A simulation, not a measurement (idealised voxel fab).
The process module that follows is named voxel plated lines.
FYI the section here is cut, 295 nm wide, cells are 5 nm squares.
For the purposes of this document, a cross-section shall be understood as a grid of square cells, specified as bands listed in top-to-bottom order, each band consisting of one or more rows of cells. Each band's line starts with the height of the band's top and of its bottom, in nm. Then come its materials from left to right, each with its width in nm. One material with "all across" fills the band from edge to edge. "empty" is empty space. Heights are reckoned from 0. Under this level, the received wafer is all of one material. The bottommost band is open-ended downward, for example "z 0 and below". A width given as "30->40" starts at the first number in the band's top row and ends at the second number in its bottom row, shifting by an equal amount at every step from row to row. When a step is marked "remained the same", none of the cells in the cross-section changed during that step. For the entry "Voids lacking openings", the listed items are empty spaces with no open way to the top whose size is 8 cells or more; each item follows the pattern width x height at distance, where distance is from the left edge and all three are in nm. If you see something after the settings on a step's line, that's the simulator's own remark about that step. When a step includes a mask, the "overlay nm" setting on its line states how far to the right of its planned place that mask lay, and negative values state how far to the left.

### List of planned process steps
1) RECEIVE,material Si
2) CONFORMAL_DEP,material Al2O3,thk nm 10
3) DIRECTIONAL_DEP,material TiN,thk nm 5
4) PATTERN,tone open,mask id LINES,material resist,width nm 30,pitch nm 60,thk nm 20,overlay nm 0
5) EPI,material Ru,thk nm 10
6) STRIP,etch materials resist
7) DIRECTIONAL_ETCH,etch materials TiN,depth nm 5
8) CONFORMAL_DEP,material SiN,thk nm 10

### Wafer at receipt (post step 1), cross-section
- z 0 and below  Si all across
- Voids lacking openings: none

### Cross-section: first of two wafers, module finished, run according to plan
- z 35 to 25  empty 60 / SiN 50 / empty 10 / SiN 50 / empty 10 / SiN 50 / empty 65
- z 25 to 20  empty 60 / SiN 10 / Ru 30 / SiN 10 / empty 10 / SiN 10 / Ru 30 / SiN 10 / empty 10 / SiN 10 / Ru 30 / SiN 10 / empty 65
- z 20 to 15  SiN 70 / Ru 30 / SiN 30 / Ru 30 / SiN 30 / Ru 30 / SiN 75
- z 15 to 10  SiN 70 / TiN 30 / SiN 30 / TiN 30 / SiN 30 / TiN 30 / SiN 75
- z 10 to 0  Al2O3 all across
- z 0 and below  Si all across
- Voids lacking openings: none

### Now the second wafer, cross-sectioned at the end of the module. Nothing different at the start, nothing different in the plan compared with the first, just one mistake when it was actually run
- z 25 to 15  SiN all across
- z 15 to 5  Al2O3 all across
- z 5 to 0  TiN all across
- z 0 and below  Si all across
- Voids lacking openings: none
Deviation from plan: the executed order of steps 2 and 3 is the reverse of that specified in the plan, each step having taken the other's position
Per the end-of-run cell counts, the second wafer holds more or fewer of some materials than the first: Ru -36 | SiN -36 | TiN +41
